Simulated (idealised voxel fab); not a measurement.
process module | voxel trench capacitor
cross-section cut | 295 nm wide | cells 5 nm
A cross-section is a grid of square cells, given in bands from the top down. A band is one or more rows of cells.
Each band's line starts with the height of the band's top and of its bottom, in nm. Then come its materials from left to right, each with its width in nm. One material with "throughout" fills the band from edge to edge. "air" is empty space.
Height 0 is the level under which the wafer as received is all one material. The lowest band goes on downwards, as in "0 down".
A width such as "30 to 40" changes by the same amount from each row of cells to the next, from the band's top row to its bottom row.
"no change" after a step means that no cell of the cross-section changed.
closed voids: empty space of 8 cells or more with no open way to the top, each as width x height at its distance from the left edge, in nm
after a step's settings: what the simulator itself notes on the step
overlay nm, on a step with a mask: how far to the right of its planned place the mask lay; to the left if negative
Each pair below shows a cross-section before one step and the cross-section after it, down to the lowest band that changed. The line under each pair gives the step between them, with its settings. The pairs can come from different runs of this module on the same starting wafer, so a pair continues from the pair above only where its "before" says so.
before
  0 down: Si throughout
  closed voids: none
after
  5 to 0: SiN throughout
  below 0: unchanged
  closed voids: none
the step between: op CONFORMAL_DEP | material SiN | thk nm 5
before: the cross-section after the pair above
after
  5 to 0: SiN 85 | air 20 | SiN 30 | air 20 | SiN 30 | air 20 | SiN 90
  below 0: unchanged
  closed voids: none
the step between: op MASKED_ETCH | tone open | mask id TRENCH | width nm 20 | pitch nm 50 | etch materials SiN | depth nm 5 | overlay nm 0
before: the cross-section after the pair above
after
  5 to 0: SiN 85 | air 20 | SiN 30 | air 20 | SiN 30 | air 20 | SiN 90
  0 to -30: Si 85 | air 20 | Si 30 | air 20 | Si 30 | air 20 | Si 90
  below -30: unchanged
  closed voids: none
the step between: op MASKED_ETCH | tone open | mask id TRENCH | width nm 20 | pitch nm 50 | etch materials Si | depth nm 30 | overlay nm 0
before: the cross-section after the pair above
after
  10 to 5: SiO2 90 | air 10 | SiO2 40 | air 10 | SiO2 40 | air 10 | SiO2 95
  5 to 0: SiN 85 | SiO2 5 | air 10 | SiO2 5 | SiN 30 | SiO2 5 | air 10 | SiO2 5 | SiN 30 | SiO2 5 | air 10 | SiO2 5 | SiN 90
  0 to -25: Si 85 | SiO2 5 | air 10 | SiO2 5 | Si 30 | SiO2 5 | air 10 | SiO2 5 | Si 30 | SiO2 5 | air 10 | SiO2 5 | Si 90
  -25 to -30: Si 85 | SiO2 20 | Si 30 | SiO2 20 | Si 30 | SiO2 20 | Si 90
  below -30: unchanged
  closed voids: none
the step between: op CONFORMAL_DEP | material SiO2 | thk nm 5
before: the cross-section after the pair above
after
  20 to 10: polySi throughout
  10 to 5: SiO2 90 | polySi 10 | SiO2 40 | polySi 10 | SiO2 40 | polySi 10 | SiO2 95
  5 to 0: SiN 85 | SiO2 5 | polySi 10 | SiO2 5 | SiN 30 | SiO2 5 | polySi 10 | SiO2 5 | SiN 30 | SiO2 5 | polySi 10 | SiO2 5 | SiN 90
  0 to -25: Si 85 | SiO2 5 | polySi 10 | SiO2 5 | Si 30 | SiO2 5 | polySi 10 | SiO2 5 | Si 30 | SiO2 5 | polySi 10 | SiO2 5 | Si 90
  below -25: unchanged
  closed voids: none
the step between: op FILL_DEP | material polySi | thk nm 10
before: the cross-section after the pair above
after
  5 to 0: SiN 85 | SiO2 5 | polySi 10 | SiO2 5 | SiN 30 | SiO2 5 | polySi 10 | SiO2 5 | SiN 30 | SiO2 5 | polySi 10 | SiO2 5 | SiN 90
  below 0: unchanged
  closed voids: none
the step between: op CMP | height nm 5
before
  5 to 0: SiN 85 | air 20 | SiN 30 | air 20 | SiN 30 | air 20 | SiN 90
  0 to -30: Si 85 | air 20 | Si 30 | air 20 | Si 30 | air 20 | Si 90
  -30 down: Si throughout
  closed voids: none
after
  5 to 0: SiN 85 | air 20 | SiN 30 | air 20 | SiN 30 | air 20 | SiN 90
  0 to -60: Si 85 | air 20 | Si 30 | air 20 | Si 30 | air 20 | Si 90
  below -60: unchanged
  closed voids: none
the step between: op MASKED_ETCH | tone open | mask id TRENCH | width nm 20 | pitch nm 50 | etch materials Si | depth nm 30 | overlay nm 0
before: the cross-section after the pair above
after
  10 to 5: SiO2 90 | air 10 | SiO2 40 | air 10 | SiO2 40 | air 10 | SiO2 95
  5 to 0: SiN 85 | SiO2 5 | air 10 | SiO2 5 | SiN 30 | SiO2 5 | air 10 | SiO2 5 | SiN 30 | SiO2 5 | air 10 | SiO2 5 | SiN 90
  0 to -55: Si 85 | SiO2 5 | air 10 | SiO2 5 | Si 30 | SiO2 5 | air 10 | SiO2 5 | Si 30 | SiO2 5 | air 10 | SiO2 5 | Si 90
  -55 to -60: Si 85 | SiO2 20 | Si 30 | SiO2 20 | Si 30 | SiO2 20 | Si 90
  below -60: unchanged
  closed voids: none
the step between: op CONFORMAL_DEP | material SiO2 | thk nm 5
before: the cross-section after the pair above
after
  20 to 10: polySi throughout
  10 to 5: SiO2 90 | polySi 10 | SiO2 40 | polySi 10 | SiO2 40 | polySi 10 | SiO2 95
  5 to 0: SiN 85 | SiO2 5 | polySi 10 | SiO2 5 | SiN 30 | SiO2 5 | polySi 10 | SiO2 5 | SiN 30 | SiO2 5 | polySi 10 | SiO2 5 | SiN 90
  0 to -55: Si 85 | SiO2 5 | polySi 10 | SiO2 5 | Si 30 | SiO2 5 | polySi 10 | SiO2 5 | Si 30 | SiO2 5 | polySi 10 | SiO2 5 | Si 90
  below -55: unchanged
  closed voids: none
the step between: op FILL_DEP | material polySi | thk nm 10
before: the cross-section after the pair above
after
  5 to 0: SiN 85 | SiO2 5 | polySi 10 | SiO2 5 | SiN 30 | SiO2 5 | polySi 10 | SiO2 5 | SiN 30 | SiO2 5 | polySi 10 | SiO2 5 | SiN 90
  below 0: unchanged
  closed voids: none
the step between: op CMP | height nm 5
before
  5 to 0: SiN 85 | air 20 | SiN 30 | air 20 | SiN 30 | air 20 | SiN 90
  0 down: Si throughout
  closed voids: none
after
  5 to 0: SiN 85 | air 20 | SiN 30 | air 20 | SiN 30 | air 20 | SiN 90
  0 to -40: Si 85 | air 20 | Si 30 | air 20 | Si 30 | air 20 | Si 90
  below -40: unchanged
  closed voids: none
the step between: op MASKED_ETCH | tone open | mask id TRENCH | width nm 20 | pitch nm 50 | etch materials Si | depth nm 40 | overlay nm 0
before: the cross-section after the pair above
after
  10 to 5: SiO2 90 | air 10 | SiO2 40 | air 10 | SiO2 40 | air 10 | SiO2 95
  5 to 0: SiN 85 | SiO2 5 | air 10 | SiO2 5 | SiN 30 | SiO2 5 | air 10 | SiO2 5 | SiN 30 | SiO2 5 | air 10 | SiO2 5 | SiN 90
  0 to -35: Si 85 | SiO2 5 | air 10 | SiO2 5 | Si 30 | SiO2 5 | air 10 | SiO2 5 | Si 30 | SiO2 5 | air 10 | SiO2 5 | Si 90
  -35 to -40: Si 85 | SiO2 20 | Si 30 | SiO2 20 | Si 30 | SiO2 20 | Si 90
  below -40: unchanged
  closed voids: none
the step between: op CONFORMAL_DEP | material SiO2 | thk nm 5
before: the cross-section after the pair above
after
  20 to 10: polySi throughout
  10 to 5: SiO2 90 | polySi 10 | SiO2 40 | polySi 10 | SiO2 40 | polySi 10 | SiO2 95
  5 to 0: SiN 85 | SiO2 5 | polySi 10 | SiO2 5 | SiN 30 | SiO2 5 | polySi 10 | SiO2 5 | SiN 30 | SiO2 5 | polySi 10 | SiO2 5 | SiN 90
  0 to -35: Si 85 | SiO2 5 | polySi 10 | SiO2 5 | Si 30 | SiO2 5 | polySi 10 | SiO2 5 | Si 30 | SiO2 5 | polySi 10 | SiO2 5 | Si 90
  below -35: unchanged
  closed voids: none
the step between: op FILL_DEP | material polySi | thk nm 10
before: the cross-section after the pair above
after
  5 to 0: SiN 85 | SiO2 5 | polySi 10 | SiO2 5 | SiN 30 | SiO2 5 | polySi 10 | SiO2 5 | SiN 30 | SiO2 5 | polySi 10 | SiO2 5 | SiN 90
  below 0: unchanged
  closed voids: none
the step between: op CMP | height nm 5
before
  5 to 0: SiN throughout
  0 down: Si throughout
  closed voids: none
after
  5 to 0: SiN 90 | air 15 | SiN 35 | air 15 | SiN 35 | air 15 | SiN 90
  below 0: unchanged
  closed voids: none
the step between: op MASKED_ETCH | tone open | mask id TRENCH | width nm 15 | pitch nm 50 | etch materials SiN | depth nm 5 | overlay nm 0
before: the cross-section after the pair above
after
  5 to 0: SiN 90 | air 15 | SiN 35 | air 15 | SiN 35 | air 15 | SiN 90
  0 to -30: Si 90 | air 15 | Si 35 | air 15 | Si 35 | air 15 | Si 90
  below -30: unchanged
  closed voids: none
the step between: op MASKED_ETCH | tone open | mask id TRENCH | width nm 20 | pitch nm 50 | etch materials Si | depth nm 30 | overlay nm 0
before: the cross-section after the pair above
after
  10 to 5: SiO2 95 | air 5 | SiO2 45 | air 5 | SiO2 45 | air 5 | SiO2 95
  5 to 0: SiN 90 | SiO2 5 | air 5 | SiO2 5 | SiN 35 | SiO2 5 | air 5 | SiO2 5 | SiN 35 | SiO2 5 | air 5 | SiO2 5 | SiN 90
  0 to -25: Si 90 | SiO2 5 | air 5 | SiO2 5 | Si 35 | SiO2 5 | air 5 | SiO2 5 | Si 35 | SiO2 5 | air 5 | SiO2 5 | Si 90
  -25 to -30: Si 90 | SiO2 15 | Si 35 | SiO2 15 | Si 35 | SiO2 15 | Si 90
  below -30: unchanged
  closed voids: none
the step between: op CONFORMAL_DEP | material SiO2 | thk nm 5
before: the cross-section after the pair above
after
  20 to 10: polySi throughout
  10 to 5: SiO2 95 | polySi 5 | SiO2 45 | polySi 5 | SiO2 45 | polySi 5 | SiO2 95
  5 to 0: SiN 90 | SiO2 5 | polySi 5 | SiO2 5 | SiN 35 | SiO2 5 | polySi 5 | SiO2 5 | SiN 35 | SiO2 5 | polySi 5 | SiO2 5 | SiN 90
  0 to -25: Si 90 | SiO2 5 | polySi 5 | SiO2 5 | Si 35 | SiO2 5 | polySi 5 | SiO2 5 | Si 35 | SiO2 5 | polySi 5 | SiO2 5 | Si 90
  below -25: unchanged
  closed voids: none
the step between: op FILL_DEP | material polySi | thk nm 10
before: the cross-section after the pair above
after
  5 to 0: SiN 90 | SiO2 5 | polySi 5 | SiO2 5 | SiN 35 | SiO2 5 | polySi 5 | SiO2 5 | SiN 35 | SiO2 5 | polySi 5 | SiO2 5 | SiN 90
  below 0: unchanged
  closed voids: none
the step between: op CMP | height nm 5
before
  5 to 0: SiN 85 | air 20 | SiN 30 | air 20 | SiN 30 | air 20 | SiN 90
  0 down: Si throughout
  closed voids: none
after
  5 to 0: SiN 85 | air 20 | SiN 30 | air 20 | SiN 30 | air 20 | SiN 90
  0 to -30: Si 85 | air 15 | Si 35 | air 15 | Si 35 | air 15 | Si 95
  below -30: unchanged
  closed voids: none
the step between: op MASKED_ETCH | tone open | mask id TRENCH | width nm 20 | pitch nm 50 | etch materials Si | depth nm 30 | overlay nm -5
before: the cross-section after the pair above
after
  10 to 5: SiO2 90 | air 10 | SiO2 40 | air 10 | SiO2 40 | air 10 | SiO2 95
  5 to 0: SiN 85 | SiO2 5 | air 5 | SiO2 10 | SiN 30 | SiO2 5 | air 5 | SiO2 10 | SiN 30 | SiO2 5 | air 5 | SiO2 10 | SiN 90
  0 to -25: Si 85 | SiO2 5 | air 5 | SiO2 5 | Si 35 | SiO2 5 | air 5 | SiO2 5 | Si 35 | SiO2 5 | air 5 | SiO2 5 | Si 95
  -25 to -30: Si 85 | SiO2 15 | Si 35 | SiO2 15 | Si 35 | SiO2 15 | Si 95
  below -30: unchanged
  closed voids: none
the step between: op CONFORMAL_DEP | material SiO2 | thk nm 5
before: the cross-section after the pair above
after
  20 to 10: polySi throughout
  10 to 5: SiO2 90 | polySi 10 | SiO2 40 | polySi 10 | SiO2 40 | polySi 10 | SiO2 95
  5 to 0: SiN 85 | SiO2 5 | polySi 5 | SiO2 10 | SiN 30 | SiO2 5 | polySi 5 | SiO2 10 | SiN 30 | SiO2 5 | polySi 5 | SiO2 10 | SiN 90
  0 to -25: Si 85 | SiO2 5 | polySi 5 | SiO2 5 | Si 35 | SiO2 5 | polySi 5 | SiO2 5 | Si 35 | SiO2 5 | polySi 5 | SiO2 5 | Si 95
  below -25: unchanged
  closed voids: none
the step between: op FILL_DEP | material polySi | thk nm 10
before: the cross-section after the pair above
after
  5 to 0: SiN 85 | SiO2 5 | polySi 5 | SiO2 10 | SiN 30 | SiO2 5 | polySi 5 | SiO2 10 | SiN 30 | SiO2 5 | polySi 5 | SiO2 10 | SiN 90
  below 0: unchanged
  closed voids: none
the step between: op CMP | height nm 5
before
  0 down: Si throughout
  closed voids: none
after
  5 to 0: polySi throughout
  below 0: unchanged
  closed voids: none
the step between: op CONFORMAL_DEP | material polySi | thk nm 5
before: the cross-section after the pair above
after
  5 to 0: polySi 85 | air 20 | polySi 30 | air 20 | polySi 30 | air 20 | polySi 90
  0 to -25: Si 85 | air 20 | Si 30 | air 20 | Si 30 | air 20 | Si 90
  below -25: unchanged
  closed voids: none
the step between: op MASKED_ETCH | tone open | mask id TRENCH | width nm 20 | pitch nm 50 | etch materials Si | depth nm 30 | overlay nm 0
before: the cross-section after the pair above
after
  10 to 5: SiO2 90 | air 10 | SiO2 40 | air 10 | SiO2 40 | air 10 | SiO2 95
  5 to 0: polySi 85 | SiO2 5 | air 10 | SiO2 5 | polySi 30 | SiO2 5 | air 10 | SiO2 5 | polySi 30 | SiO2 5 | air 10 | SiO2 5 | polySi 90
  0 to -20: Si 85 | SiO2 5 | air 10 | SiO2 5 | Si 30 | SiO2 5 | air 10 | SiO2 5 | Si 30 | SiO2 5 | air 10 | SiO2 5 | Si 90
  -20 to -25: Si 85 | SiO2 20 | Si 30 | SiO2 20 | Si 30 | SiO2 20 | Si 90
  below -25: unchanged
  closed voids: none
the step between: op CONFORMAL_DEP | material SiO2 | thk nm 5
before: the cross-section after the pair above
after
  20 to 10: polySi throughout
  10 to 5: SiO2 90 | polySi 10 | SiO2 40 | polySi 10 | SiO2 40 | polySi 10 | SiO2 95
  5 to 0: polySi 85 | SiO2 5 | polySi 10 | SiO2 5 | polySi 30 | SiO2 5 | polySi 10 | SiO2 5 | polySi 30 | SiO2 5 | polySi 10 | SiO2 5 | polySi 90
  0 to -20: Si 85 | SiO2 5 | polySi 10 | SiO2 5 | Si 30 | SiO2 5 | polySi 10 | SiO2 5 | Si 30 | SiO2 5 | polySi 10 | SiO2 5 | Si 90
  below -20: unchanged
  closed voids: none
the step between: op FILL_DEP | material polySi | thk nm 10
before: the cross-section after the pair above
after
  5 to 0: polySi 85 | SiO2 5 | polySi 10 | SiO2 5 | polySi 30 | SiO2 5 | polySi 10 | SiO2 5 | polySi 30 | SiO2 5 | polySi 10 | SiO2 5 | polySi 90
  below 0: unchanged
  closed voids: none
the step between: op CMP | height nm 5
before
  5 to 0: SiN throughout
  0 down: Si throughout
  closed voids: none
after
  5 to 0: air 85 | SiN 20 | air 30 | SiN 20 | air 30 | SiN 20 | air 90
  below 0: unchanged
  closed voids: none
the step between: op MASKED_ETCH | tone cover | mask id TRENCH | width nm 20 | pitch nm 50 | etch materials SiN | depth nm 5 | overlay nm 0
before: the cross-section after the pair above
after
  10 to 5: air 80 | SiO2 30 | air 20 | SiO2 30 | air 20 | SiO2 30 | air 85
  5 to 0: SiO2 85 | SiN 20 | SiO2 30 | SiN 20 | SiO2 30 | SiN 20 | SiO2 90
  below 0: unchanged
  closed voids: none
the step between: op CONFORMAL_DEP | material SiO2 | thk nm 5
before: the cross-section after the pair above
after
  20 to 10: polySi throughout
  10 to 5: polySi 80 | SiO2 30 | polySi 20 | SiO2 30 | polySi 20 | SiO2 30 | polySi 85
  below 5: unchanged
  closed voids: none
the step between: op FILL_DEP | material polySi | thk nm 10
before: the cross-section after the pair above
after
  5 to 0: SiO2 85 | SiN 20 | SiO2 30 | SiN 20 | SiO2 30 | SiN 20 | SiO2 90
  below 0: unchanged
  closed voids: none
the step between: op CMP | height nm 5
